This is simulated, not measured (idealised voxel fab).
Process module heading - voxel lift off
The figure presents cross-section cut, which has a width of 155 nm and is divided into square cells with an edge length of 5 nm.
Format of a cross-section: grid, square cells. Given as bands. Order: top down. Band: one or more rows of cells.
Quick guide to a band line: top height, bottom height (nm) up front; then every material left to right with its width in nm. Only one material and it's marked "full width"? Then it fills the band edge to edge. And "empty" just means empty space.
Where do heights start? At 0: under that level the wafer as delivered is made of one material only. And the lowest band has no floor; it just carries on downward, as in "z 0 and below".
Per-row width for "30..40": begins at first number (top row of band), ends at second number (bottom row), increment between rows held constant.
Where a step carries "nothing altered", the cross-section came out of it unchanged, cell for cell.
Closed-off voids of 8+ cells (no open route to the top) go in "Non-vented voids", written width x height at distance from the left edge, in nm.
What comes after the settings on a step's line is commentary from the simulator itself on that step.
"overlay nm" on a masked step: distance the mask lay right of its planned place, negative for left.
[Planned step list for the process]
1. RECEIVE (material Si)
2. CONFORMAL_DEP (material Al2O3; thk nm 15)
3. PATTERN (tone open; mask id LINES; material resist; width nm 15; pitch nm 40; thk nm 25; overlay nm 0)
4. DIRECTIONAL_DEP (material Ru; thk nm 15)
5. STRIP (etch materials resist)
6. CONFORMAL_DEP (material SiO2; thk nm 5)
[Cross-section of the wafer upon arrival, representing the state reached after step 1]
	z 0 and below = Si full width
	Non-vented voids: none
[a wafer at the end: this start, this plan, one mistake]
	z 35 to 30 = SiO2 35 / empty 5 / SiO2 35 / empty 5 / SiO2 35 / empty 5 / SiO2 35
	z 30 to 20 = Ru 30 / SiO2 5 / empty 5 / SiO2 5 / Ru 25 / SiO2 5 / empty 5 / SiO2 5 / Ru 25 / SiO2 5 / empty 5 / SiO2 5 / Ru 30
	z 20 to 15 = Ru 30 / SiO2 15 / Ru 25 / SiO2 15 / Ru 25 / SiO2 15 / Ru 30
	z 15 to 0 = Al2O3 full width
	z 0 and below = Si full width
	Non-vented voids: none
Here's what went sideways: step 3: run off-plan, actual operation and settings PATTERN (tone cover; mask id LINES; material resist; width nm 15; pitch nm 40; thk nm 25; overlay nm 0)
